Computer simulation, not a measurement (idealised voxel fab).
process module | voxel spacer lines
cross-section cut | 300 nm wide | cells 5 nm
A cross-section is a grid of square cells, given in bands from the top down. A band is one or more rows of cells.
Each band's line starts with the height of the band's top and of its bottom, in nm. Then come its materials from left to right, each with its width in nm. One material with "throughout" fills the band from edge to edge. "air" is empty space.
Height 0 is the level under which the wafer as received is all one material. The lowest band goes on downwards, as in "0 down".
A width such as "30 to 40" changes by the same amount from each row of cells to the next, from the band's top row to its bottom row.
"no change" after a step means that no cell of the cross-section changed.
closed voids: empty space of 8 cells or more with no open way to the top, each as width x height at its distance from the left edge, in nm
after a step's settings: what the simulator itself notes on the step
overlay nm, on a step with a mask: how far to the right of its planned place the mask lay; to the left if negative
plan
1 op RECEIVE | material Si
2 op CONFORMAL_DEP | material Al2O3 | thk nm 10
3 op DIRECTIONAL_DEP | material TiN | thk nm 15
4 op DIRECTIONAL_DEP | material aC | thk nm 30
5 op PATTERN | tone cover | mask id MANDREL | material resist | width nm 20 | pitch nm 60 | thk nm 35 | overlay nm 0
6 op DIRECTIONAL_ETCH | etch materials aC | depth nm 30
7 op STRIP | etch materials resist
8 op CONFORMAL_DEP | material SiO2 | thk nm 10
9 op DIRECTIONAL_ETCH | etch materials SiO2 | depth nm 10
10 op STRIP | etch materials aC
11 op DIRECTIONAL_ETCH | etch materials TiN | depth nm 15
12 op STRIP | etch materials SiO2
as received, after step 1
  0 down: Si throughout
  closed voids: none
first wafer at the end, as planned
  25 to 10: air 70 | TiN 10 | air 20 | TiN 10 | air 20 | TiN 10 | air 20 | TiN 10 | air 20 | TiN 10 | air 20 | TiN 10 | air 70
  10 to 0: Al2O3 throughout
  0 down: Si throughout
  closed voids: none
second wafer at the end: like start, like plan, one mistake
  25 to 10: air 80 | TiN 20 | air 40 | TiN 20 | air 40 | TiN 20 | air 80
  10 to 0: Al2O3 throughout
  0 down: Si throughout
  closed voids: none
what went wrong: step 5 ran as: op PATTERN | tone open | mask id MANDREL | material resist | width nm 20 | pitch nm 60 | thk nm 35 | overlay nm 0
at the end the second wafer has, in cells: as many of each material as the first, in other places
